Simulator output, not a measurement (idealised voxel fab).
Presented below is a process module, voxel spacer lines.
For reference, the cross-section in this document is cut, with width 270 nm and square cells of 5 nm.
Bands, listed from the top down, are how a cross-section gets written in this document; the cross-section itself is a grid of square cells, and a band is one or more rows of them. It is stipulated that each band's entry specify, in nanometres, the height of the top of the band and then that of its bottom, followed by the materials of the band in left-to-right sequence, each together with its width in nanometres. A single material marked by the word "edge to edge" is understood to fill the band from edge to edge; the word "blank" is understood to denote empty space. Measure heights from 0. That's the level where, below it, the as-received wafer is all one material. The lowest band is bottomless and extends downward; write it as in "0..down". Quick explanation for "30 to 40": the width changes in equal steps down the rows of cells, from the first number in the band's top row to the second number in its bottom row. A step reported as "identical to before" is a step in which no cell of the cross-section changed. Closed-off voids of 8+ cells (no open route to the top) go in "Fully closed voids", written width x height at distance from the left edge, in nm. after a step's settings: what the simulator itself notes on the step. The setting "overlay nm" may be written on the line of a step. When the step uses a mask, the value reports how far to the right of the planned place the mask lay, and a negative value reports that it lay to the left.
-- Process steps foreseen in the plan
1: RECEIVE,material Si
2: CONFORMAL_DEP,material SiO2,thk nm 10
3: DIRECTIONAL_DEP,material W,thk nm 15
4: DIRECTIONAL_DEP,material polySi,thk nm 30
5: PATTERN,tone cover,mask id MANDREL,material resist,width nm 25,pitch nm 80,thk nm 40,overlay nm 0
6: DIRECTIONAL_ETCH,etch materials polySi,depth nm 30
7: STRIP,etch materials resist
8: CONFORMAL_DEP,material SiN,thk nm 15
9: DIRECTIONAL_ETCH,etch materials SiN,depth nm 15
10: STRIP,etch materials polySi
11: DIRECTIONAL_ETCH,etch materials W,depth nm 15
12: STRIP,etch materials SiN
13: FILL_DEP,material SiO2,thk nm 10
14: CMP,height nm 25
-- So this is the incoming wafer in cross-section - it's already been through step 1
    0..down = Si edge to edge
    Fully closed voids: none
-- The following cross-section depicts the wafer upon conclusion of the module. Processing commenced from the starting condition illustrated above and adhered to the plan illustrated above, save for one mistake in execution
    25..0 = SiO2 edge to edge
    0..down = Si edge to edge
    Fully closed voids: none
Here's what went sideways: contrary to plan, step 3 was performed as DIRECTIONAL_DEP,material SiO2,thk nm 15
